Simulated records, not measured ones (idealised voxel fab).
Process module, titled voxel capacitor over wiring
The figure presents cross-section cut, which has a width of 215 nm and is divided into square cells with an edge length of 5 nm.
Throughout this document, each cross-section is represented as a grid of square cells and is presented as a sequence of bands enumerated from the top downward, where a band comprises one or more rows of cells.
Top, bottom (nm), then materials left to right with widths (nm); lone material tagged "everywhere" fills the whole band edge to edge; "blank" = empty space.
For the purposes of this specification, 0 denotes the height below which the wafer in its as-received condition is composed wholly of one material, and the lowermost band, lacking a lower limit, extends downward without end, as expressed in "0 -> down".
Top row gets the first number, bottom row gets the second, and each row in between changes by the same step: that is how a band width like "30 to 40" works.
Given "nothing different" for a step, no cell of the cross-section differs between before and after that step.
Closed-off voids of 8+ cells (no open route to the top) go in "Enclosed cavities", written width x height at distance from the left edge, in nm.
Heads up: the bit after the settings on a step's line is the simulator's remark on that step.
For masked steps, "overlay nm" on the step line gives how far right of plan the mask actually lay; a minus sign means it lay to the left.
Plan:
1: RECEIVE | material Si
2: CONFORMAL_DEP | material SiO2 | thk nm 15
3: DIRECTIONAL_DEP | material TiN | thk nm 5
4: DIRECTIONAL_DEP | material Ru | thk nm 25
5: PATTERN | tone cover | mask id METAL_1 | material resist | width nm 20 | pitch nm 80 | thk nm 15 | overlay nm 0
6: DIRECTIONAL_ETCH | etch materials Ru | depth nm 25
7: DIRECTIONAL_ETCH | etch materials TiN | depth nm 5
8: STRIP | etch materials resist
9: FILL_DEP | material SiO2 | thk nm 5
10: CMP | height nm 45
11: CONFORMAL_DEP | material SiCN | thk nm 5
12: DIRECTIONAL_DEP | material SiO2 | thk nm 10
13: PATTERN | tone open | mask id PLUG_1 | material resist | width nm 15 | thk nm 15 | overlay nm 0
14: DIRECTIONAL_ETCH | etch materials SiO2 | depth nm 10
15: DIRECTIONAL_ETCH | etch materials SiCN | depth nm 5
16: STRIP | etch materials resist
17: EPI | material Ru | thk nm 10
18: EPI | material Ru | thk nm 5
19: DIRECTIONAL_DEP | material TiN | thk nm 10
20: DIRECTIONAL_DEP | material Al2O3 | thk nm 5
21: DIRECTIONAL_DEP | material TiN | thk nm 5
22: DIRECTIONAL_DEP | material aC | thk nm 15
23: PATTERN | tone cover | mask id UPPER_PLATE | material resist | width nm 65 | thk nm 30 | overlay nm 0
24: DIRECTIONAL_ETCH | etch materials aC | depth nm 15
25: STRIP | etch materials resist
26: DIRECTIONAL_ETCH | etch materials TiN | depth nm 5
27: DIRECTIONAL_ETCH | etch materials Al2O3 | depth nm 5
28: STRIP | etch materials aC
29: PATTERN | tone cover | mask id LOWER_PLATE | material resist | width nm 75 | thk nm 20 | overlay nm 0
30: DIRECTIONAL_ETCH | etch materials TiN | depth nm 10
31: STRIP | etch materials resist
32: FILL_DEP | material SiO2 | thk nm 15
33: CMP | height nm 90
34: PATTERN | tone open | mask id PLUG_2 | material resist | width nm 15 | thk nm 15 | overlay nm 0
35: DIRECTIONAL_ETCH | etch materials SiO2 | depth nm 10
36: STRIP | etch materials resist
37: CONFORMAL_DEP | material TiN | thk nm 5
38: FILL_DEP | material W | thk nm 10
39: CMP | height nm 90
40: CONFORMAL_DEP | material SiCN | thk nm 5
Wafer, first of two, run as planned:
This is the cross-section of the wafer as we received it, i.e. after step 1:
    0 -> down | Si everywhere
    Enclosed cavities: none
Cross-section: wafer state after step 2:
    15 -> 0 | SiO2 everywhere
    All layers under 0 are left as they were.
Cross-section: wafer state after step 3:
    20 -> 15 | TiN everywhere
    All layers under 15 are left as they were.
Cross-section: wafer state after step 4:
    45 -> 20 | Ru everywhere
    All layers under 20 are left as they were.
Cross-section: wafer state after step 5:
    60 -> 45 | blank (55); resist (20); blank (60); resist (20); blank (60)
    All layers under 45 are left as they were.
Cross-section: wafer state after step 6:
    60 -> 45 | blank (55); resist (20); blank (60); resist (20); blank (60)
    45 -> 20 | blank (55); Ru (20); blank (60); Ru (20); blank (60)
    All layers under 20 are left as they were.
Cross-section: wafer state after step 7:
    60 -> 45 | blank (55); resist (20); blank (60); resist (20); blank (60)
    45 -> 20 | blank (55); Ru (20); blank (60); Ru (20); blank (60)
    20 -> 15 | blank (55); TiN (20); blank (60); TiN (20); blank (60)
    All layers under 15 are left as they were.
Cross-section: wafer state after step 8:
    45 -> 20 | blank (55); Ru (20); blank (60); Ru (20); blank (60)
    All layers under 20 are left as they were.
Cross-section: wafer state after step 9:
    50 -> 45 | SiO2 everywhere
    45 -> 20 | SiO2 (55); Ru (20); SiO2 (60); Ru (20); SiO2 (60)
    20 -> 15 | SiO2 (55); TiN (20); SiO2 (60); TiN (20); SiO2 (60)
    All layers under 15 are left as they were.
Cross-section: wafer state after step 10:
    45 -> 20 | SiO2 (55); Ru (20); SiO2 (60); Ru (20); SiO2 (60)
    All layers under 20 are left as they were.
Cross-section: wafer state after step 11:
    50 -> 45 | SiCN everywhere
    All layers under 45 are left as they were.
Cross-section: wafer state after step 12:
    60 -> 50 | SiO2 everywhere
    All layers under 50 are left as they were.
Cross-section: wafer state after step 13:
    75 -> 60 | resist (60); blank (15); resist (140)
    All layers under 60 are left as they were.
Cross-section: wafer state after step 14:
    75 -> 60 | resist (60); blank (15); resist (140)
    60 -> 50 | SiO2 (60); blank (15); SiO2 (140)
    All layers under 50 are left as they were.
Cross-section: wafer state after step 15:
    75 -> 60 | resist (60); blank (15); resist (140)
    60 -> 50 | SiO2 (60); blank (15); SiO2 (140)
    50 -> 45 | SiCN (60); blank (15); SiCN (140)
    All layers under 45 are left as they were.
Cross-section: wafer state after step 16:
    60 -> 50 | SiO2 (60); blank (15); SiO2 (140)
    All layers under 50 are left as they were.
Cross-section: wafer state after step 17:
    60 -> 55 | SiO2 (60); blank (15); SiO2 (140)
    55 -> 50 | SiO2 (60); Ru (15); SiO2 (140)
    50 -> 45 | SiCN (60); Ru (15); SiCN (140)
    All layers under 45 are left as they were.
Cross-section: wafer state after step 18:
    60 -> 50 | SiO2 (60); Ru (15); SiO2 (140)
    All layers under 50 are left as they were.
Cross-section: wafer state after step 19:
    70 -> 60 | TiN everywhere
    All layers under 60 are left as they were.
Cross-section: wafer state after step 20:
    75 -> 70 | Al2O3 everywhere
    All layers under 70 are left as they were.
Cross-section: wafer state after step 21:
    80 -> 75 | TiN everywhere
    All layers under 75 are left as they were.
Cross-section: wafer state after step 22:
    95 -> 80 | aC everywhere
    All layers under 80 are left as they were.
Cross-section: wafer state after step 23:
    125 -> 95 | blank (60); resist (65); blank (90)
    All layers under 95 are left as they were.
Cross-section: wafer state after step 24:
    110 -> 95 | blank (60); resist (65); blank (90)
    95 -> 80 | blank (60); aC (65); blank (90)
    All layers under 80 are left as they were.
Cross-section: wafer state after step 25:
    95 -> 80 | blank (60); aC (65); blank (90)
    All layers under 80 are left as they were.
Cross-section: wafer state after step 26:
    95 -> 80 | blank (60); aC (65); blank (90)
    80 -> 75 | blank (60); TiN (65); blank (90)
    All layers under 75 are left as they were.
Cross-section: wafer state after step 27:
    95 -> 80 | blank (60); aC (65); blank (90)
    80 -> 75 | blank (60); TiN (65); blank (90)
    75 -> 70 | blank (60); Al2O3 (65); blank (90)
    All layers under 70 are left as they were.
Cross-section: wafer state after step 28:
    80 -> 75 | blank (60); TiN (65); blank (90)
    All layers under 75 are left as they were.
Cross-section: wafer state after step 29:
    100 -> 80 | blank (55); resist (75); blank (85)
    80 -> 75 | blank (55); resist (5); TiN (65); resist (5); blank (85)
    75 -> 70 | blank (55); resist (5); Al2O3 (65); resist (5); blank (85)
    All layers under 70 are left as they were.
Cross-section: wafer state after step 30:
    100 -> 80 | blank (55); resist (75); blank (85)
    80 -> 75 | blank (55); resist (5); TiN (65); resist (5); blank (85)
    75 -> 70 | blank (55); resist (5); Al2O3 (65); resist (5); blank (85)
    70 -> 60 | blank (55); TiN (75); blank (85)
    All layers under 60 are left as they were.
Cross-section: wafer state after step 31:
    80 -> 75 | blank (60); TiN (65); blank (90)
    75 -> 70 | blank (60); Al2O3 (65); blank (90)
    All layers under 70 are left as they were.
Cross-section: wafer state after step 32:
    95 -> 80 | SiO2 everywhere
    80 -> 75 | SiO2 (60); TiN (65); SiO2 (90)
    75 -> 70 | SiO2 (60); Al2O3 (65); SiO2 (90)
    70 -> 60 | SiO2 (55); TiN (75); SiO2 (85)
    All layers under 60 are left as they were.
Cross-section: wafer state after step 33:
    90 -> 80 | SiO2 everywhere
    All layers under 80 are left as they were.
Cross-section: wafer state after step 34:
    105 -> 90 | resist (70); blank (15); resist (130)
    All layers under 90 are left as they were.
Cross-section: wafer state after step 35:
    105 -> 90 | resist (70); blank (15); resist (130)
    90 -> 80 | SiO2 (70); blank (15); SiO2 (130)
    All layers under 80 are left as they were.
Cross-section: wafer state after step 36:
    90 -> 80 | SiO2 (70); blank (15); SiO2 (130)
    All layers under 80 are left as they were.
Cross-section: wafer state after step 37:
    95 -> 90 | TiN (75); blank (5); TiN (135)
    90 -> 85 | SiO2 (70); TiN (5); blank (5); TiN (5); SiO2 (130)
    85 -> 75 | SiO2 (70 to 60); TiN (15 to 65); SiO2 (130 to 90)
    All layers under 75 are left as they were.
Cross-section: wafer state after step 38:
    105 -> 95 | W everywhere
    95 -> 90 | TiN (75); W (5); TiN (135)
    90 -> 85 | SiO2 (70); TiN (5); W (5); TiN (5); SiO2 (130)
    All layers under 85 are left as they were.
Cross-section: wafer state after step 39:
    90 -> 85 | SiO2 (70); TiN (5); W (5); TiN (5); SiO2 (130)
    All layers under 85 are left as they were.
Cross-section: wafer state after step 40:
    95 -> 90 | SiCN everywhere
    All layers under 90 are left as they were.
For the second wafer, take the first wafer's start and plan, then add one mistake made in running it; everything through step 1, that step included, is shared with the first:
Look at the second wafer in cross-section at the time step 2 ought to have finished:
    30 -> 0 | SiO2 everywhere
    All layers under 0 are left as they were.
Look at the second wafer in cross-section at the time step 3 ought to have finished:
    35 -> 30 | TiN everywhere
    All layers under 30 are left as they were.
Look at the second wafer in cross-section at the time step 4 ought to have finished:
    60 -> 35 | Ru everywhere
    All layers under 35 are left as they were.
Look at the second wafer in cross-section at the time step 5 ought to have finished:
    75 -> 60 | blank (55); resist (20); blank (60); resist (20); blank (60)
    All layers under 60 are left as they were.
Look at the second wafer in cross-section at the time step 6 ought to have finished:
    75 -> 60 | blank (55); resist (20); blank (60); resist (20); blank (60)
    60 -> 35 | blank (55); Ru (20); blank (60); Ru (20); blank (60)
    All layers under 35 are left as they were.
Look at the second wafer in cross-section at the time step 7 ought to have finished:
    75 -> 60 | blank (55); resist (20); blank (60); resist (20); blank (60)
    60 -> 35 | blank (55); Ru (20); blank (60); Ru (20); blank (60)
    35 -> 30 | blank (55); TiN (20); blank (60); TiN (20); blank (60)
    All layers under 30 are left as they were.
Look at the second wafer in cross-section at the time step 8 ought to have finished:
    60 -> 35 | blank (55); Ru (20); blank (60); Ru (20); blank (60)
    All layers under 35 are left as they were.
Look at the second wafer in cross-section at the time step 9 ought to have finished:
    65 -> 60 | SiO2 everywhere
    60 -> 35 | SiO2 (55); Ru (20); SiO2 (60); Ru (20); SiO2 (60)
    35 -> 30 | SiO2 (55); TiN (20); SiO2 (60); TiN (20); SiO2 (60)
    All layers under 30 are left as they were.
Look at the second wafer in cross-section at the time step 10 ought to have finished:
    45 -> 35 | SiO2 (55); Ru (20); SiO2 (60); Ru (20); SiO2 (60)
    All layers under 35 are left as they were.
Look at the second wafer in cross-section at the time step 11 ought to have finished:
    50 -> 45 | SiCN everywhere
    All layers under 45 are left as they were.
Look at the second wafer in cross-section at the time step 12 ought to have finished:
    60 -> 50 | SiO2 everywhere
    All layers under 50 are left as they were.
Look at the second wafer in cross-section at the time step 13 ought to have finished:
    75 -> 60 | resist (60); blank (15); resist (140)
    All layers under 60 are left as they were.
Look at the second wafer in cross-section at the time step 14 ought to have finished:
    75 -> 60 | resist (60); blank (15); resist (140)
    60 -> 50 | SiO2 (60); blank (15); SiO2 (140)
    All layers under 50 are left as they were.
Look at the second wafer in cross-section at the time step 15 ought to have finished:
    75 -> 60 | resist (60); blank (15); resist (140)
    60 -> 50 | SiO2 (60); blank (15); SiO2 (140)
    50 -> 45 | SiCN (60); blank (15); SiCN (140)
    All layers under 45 are left as they were.
Look at the second wafer in cross-section at the time step 16 ought to have finished:
    60 -> 50 | SiO2 (60); blank (15); SiO2 (140)
    All layers under 50 are left as they were.
Look at the second wafer in cross-section at the time step 17 ought to have finished:
    60 -> 55 | SiO2 (60); blank (15); SiO2 (140)
    55 -> 50 | SiO2 (60); Ru (15); SiO2 (140)
    50 -> 45 | SiCN (60); Ru (15); SiCN (140)
    All layers under 45 are left as they were.
Look at the second wafer in cross-section at the time step 18 ought to have finished:
    60 -> 50 | SiO2 (60); Ru (15); SiO2 (140)
    All layers under 50 are left as they were.
Look at the second wafer in cross-section at the time step 19 ought to have finished:
    70 -> 60 | TiN everywhere
    All layers under 60 are left as they were.
Look at the second wafer in cross-section at the time step 20 ought to have finished:
    75 -> 70 | Al2O3 everywhere
    All layers under 70 are left as they were.
Look at the second wafer in cross-section at the time step 21 ought to have finished:
    80 -> 75 | TiN everywhere
    All layers under 75 are left as they were.
Look at the second wafer in cross-section at the time step 22 ought to have finished:
    95 -> 80 | aC everywhere
    All layers under 80 are left as they were.
Look at the second wafer in cross-section at the time step 23 ought to have finished:
    125 -> 95 | blank (60); resist (65); blank (90)
    All layers under 95 are left as they were.
Look at the second wafer in cross-section at the time step 24 ought to have finished:
    110 -> 95 | blank (60); resist (65); blank (90)
    95 -> 80 | blank (60); aC (65); blank (90)
    All layers under 80 are left as they were.
Look at the second wafer in cross-section at the time step 25 ought to have finished:
    95 -> 80 | blank (60); aC (65); blank (90)
    All layers under 80 are left as they were.
Look at the second wafer in cross-section at the time step 26 ought to have finished:
    95 -> 80 | blank (60); aC (65); blank (90)
    80 -> 75 | blank (60); TiN (65); blank (90)
    All layers under 75 are left as they were.
Look at the second wafer in cross-section at the time step 27 ought to have finished:
    95 -> 80 | blank (60); aC (65); blank (90)
    80 -> 75 | blank (60); TiN (65); blank (90)
    75 -> 70 | blank (60); Al2O3 (65); blank (90)
    All layers under 70 are left as they were.
Look at the second wafer in cross-section at the time step 28 ought to have finished:
    80 -> 75 | blank (60); TiN (65); blank (90)
    All layers under 75 are left as they were.
Look at the second wafer in cross-section at the time step 29 ought to have finished:
    100 -> 80 | blank (55); resist (75); blank (85)
    80 -> 75 | blank (55); resist (5); TiN (65); resist (5); blank (85)
    75 -> 70 | blank (55); resist (5); Al2O3 (65); resist (5); blank (85)
    All layers under 70 are left as they were.
Look at the second wafer in cross-section at the time step 30 ought to have finished:
    100 -> 80 | blank (55); resist (75); blank (85)
    80 -> 75 | blank (55); resist (5); TiN (65); resist (5); blank (85)
    75 -> 70 | blank (55); resist (5); Al2O3 (65); resist (5); blank (85)
    70 -> 60 | blank (55); TiN (75); blank (85)
    All layers under 60 are left as they were.
Look at the second wafer in cross-section at the time step 31 ought to have finished:
    80 -> 75 | blank (60); TiN (65); blank (90)
    75 -> 70 | blank (60); Al2O3 (65); blank (90)
    All layers under 70 are left as they were.
Look at the second wafer in cross-section at the time step 32 ought to have finished:
    95 -> 80 | SiO2 everywhere
    80 -> 75 | SiO2 (60); TiN (65); SiO2 (90)
    75 -> 70 | SiO2 (60); Al2O3 (65); SiO2 (90)
    70 -> 60 | SiO2 (55); TiN (75); SiO2 (85)
    All layers under 60 are left as they were.
Look at the second wafer in cross-section at the time step 33 ought to have finished:
    90 -> 80 | SiO2 everywhere
    All layers under 80 are left as they were.
Look at the second wafer in cross-section at the time step 34 ought to have finished:
    105 -> 90 | resist (70); blank (15); resist (130)
    All layers under 90 are left as they were.
Look at the second wafer in cross-section at the time step 35 ought to have finished:
    105 -> 90 | resist (70); blank (15); resist (130)
    90 -> 80 | SiO2 (70); blank (15); SiO2 (130)
    All layers under 80 are left as they were.
Look at the second wafer in cross-section at the time step 36 ought to have finished:
    90 -> 80 | SiO2 (70); blank (15); SiO2 (130)
    All layers under 80 are left as they were.
Look at the second wafer in cross-section at the time step 37 ought to have finished:
    95 -> 90 | TiN (75); blank (5); TiN (135)
    90 -> 85 | SiO2 (70); TiN (5); blank (5); TiN (5); SiO2 (130)
    85 -> 75 | SiO2 (70 to 60); TiN (15 to 65); SiO2 (130 to 90)
    All layers under 75 are left as they were.
Look at the second wafer in cross-section at the time step 38 ought to have finished:
    105 -> 95 | W everywhere
    95 -> 90 | TiN (75); W (5); TiN (135)
    90 -> 85 | SiO2 (70); TiN (5); W (5); TiN (5); SiO2 (130)
    All layers under 85 are left as they were.
Look at the second wafer in cross-section at the time step 39 ought to have finished:
    90 -> 85 | SiO2 (70); TiN (5); W (5); TiN (5); SiO2 (130)
    All layers under 85 are left as they were.
Look at the second wafer in cross-section at the time step 40 ought to have finished:
    95 -> 90 | SiCN everywhere
    All layers under 90 are left as they were.
So what did we get wrong on this run? heads up, step 2 of the plan got done twice
Counted in cells at the end, the second wafer holds more or fewer of these materials than the first: Ru -24; SiO2 +24
